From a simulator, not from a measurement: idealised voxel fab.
process module | voxel ribs on slabs
cross-section cut | 285 nm wide | cells 5 nm
A cross-section is a grid of square cells, given in bands from the top down. A band is one or more rows of cells.
Each band's line starts with the height of the band's top and of its bottom, in nm. Then come its materials from left to right, each with its width in nm. One material with "throughout" fills the band from edge to edge. "air" is empty space.
Height 0 is the level under which the wafer as received is all one material. The lowest band goes on downwards, as in "0 down".
A width such as "30 to 40" changes by the same amount from each row of cells to the next, from the band's top row to its bottom row.
"no change" after a step means that no cell of the cross-section changed.
closed voids: empty space of 8 cells or more with no open way to the top, each as width x height at its distance from the left edge, in nm
after a step's settings: what the simulator itself notes on the step
overlay nm, on a step with a mask: how far to the right of its planned place the mask lay; to the left if negative
plan
1 op RECEIVE | material Si
2 op DIRECTIONAL_DEP | material SiO2 | thk nm 30
3 op DIRECTIONAL_DEP | material SiN | thk nm 15
4 op PATTERN | tone cover | mask id RIB | material resist | width nm 25 | thk nm 20 | overlay nm 0
5 op DIRECTIONAL_ETCH | etch materials SiN | depth nm 5
6 op STRIP | etch materials resist
7 op MASKED_ETCH | tone cover | mask id SLAB | width nm 55 | etch materials SiN | depth nm 10 | overlay nm 0
8 op FILL_DEP | material SiO2 | thk nm 20
9 op CMP | height nm 55
10 op DIRECTIONAL_DEP | material W | thk nm 10
11 op MASKED_ETCH | tone cover | mask id HEATER | width nm 35 | etch materials W | depth nm 10 | overlay nm 0
12 op CONFORMAL_DEP | material SiO2 | thk nm 5
first wafer, as planned
as received, after step 1
  0 down: Si throughout
  closed voids: none
after step 2
  30 to 0: SiO2 throughout
  below 0: unchanged
after step 3
  45 to 30: SiN throughout
  below 30: unchanged
after step 4
  65 to 45: air 130 | resist 25 | air 130
  below 45: unchanged
after step 5
  65 to 45: air 130 | resist 25 | air 130
  45 to 40: air 130 | SiN 25 | air 130
  below 40: unchanged
after step 6
  45 to 40: air 130 | SiN 25 | air 130
  below 40: unchanged
after step 7
  45 to 40: air 130 | SiN 25 | air 130
  40 to 30: air 115 | SiN 55 | air 115
  below 30: unchanged
after step 8
  65 to 45: SiO2 throughout
  45 to 40: SiO2 130 | SiN 25 | SiO2 130
  40 to 30: SiO2 115 | SiN 55 | SiO2 115
  below 30: unchanged
after step 9
  55 to 45: SiO2 throughout
  below 45: unchanged
after step 10
  65 to 55: W throughout
  below 55: unchanged
after step 11
  65 to 55: air 125 | W 35 | air 125
  below 55: unchanged
after step 12
  70 to 65: air 120 | SiO2 45 | air 120
  65 to 60: air 120 | SiO2 5 | W 35 | SiO2 5 | air 120
  60 to 55: SiO2 125 | W 35 | SiO2 125
  below 55: unchanged
second wafer: like start, like plan, one mistake. Through step 3 it matches the first wafer
when step 4 should have ended
  65 to 45: resist 130 | air 25 | resist 130
  below 45: unchanged
when step 5 should have ended
  65 to 45: resist 130 | air 25 | resist 130
  45 to 40: SiN 130 | air 25 | SiN 130
  below 40: unchanged
when step 6 should have ended
  45 to 40: SiN 130 | air 25 | SiN 130
  below 40: unchanged
when step 7 should have ended
  45 to 40: air 115 | SiN 15 | air 25 | SiN 15 | air 115
  40 to 35: air 115 | SiN 55 | air 115
  below 35: unchanged
when step 8 should have ended
  65 to 45: SiO2 throughout
  45 to 40: SiO2 115 | SiN 15 | SiO2 25 | SiN 15 | SiO2 115
  40 to 35: SiO2 115 | SiN 55 | SiO2 115
  below 35: unchanged
when step 9 should have ended
  55 to 45: SiO2 throughout
  below 45: unchanged
when step 10 should have ended
  65 to 55: W throughout
  below 55: unchanged
when step 11 should have ended
  65 to 55: air 125 | W 35 | air 125
  below 55: unchanged
when step 12 should have ended
  70 to 65: air 120 | SiO2 45 | air 120
  65 to 60: air 120 | SiO2 5 | W 35 | SiO2 5 | air 120
  60 to 55: SiO2 125 | W 35 | SiO2 125
  below 55: unchanged
what went wrong: step 4 ran as: op PATTERN | tone open | mask id RIB | material resist | width nm 25 | thk nm 20 | overlay nm 0
at the end the second wafer has, in cells: 47 more of SiN | 47 fewer of SiO2
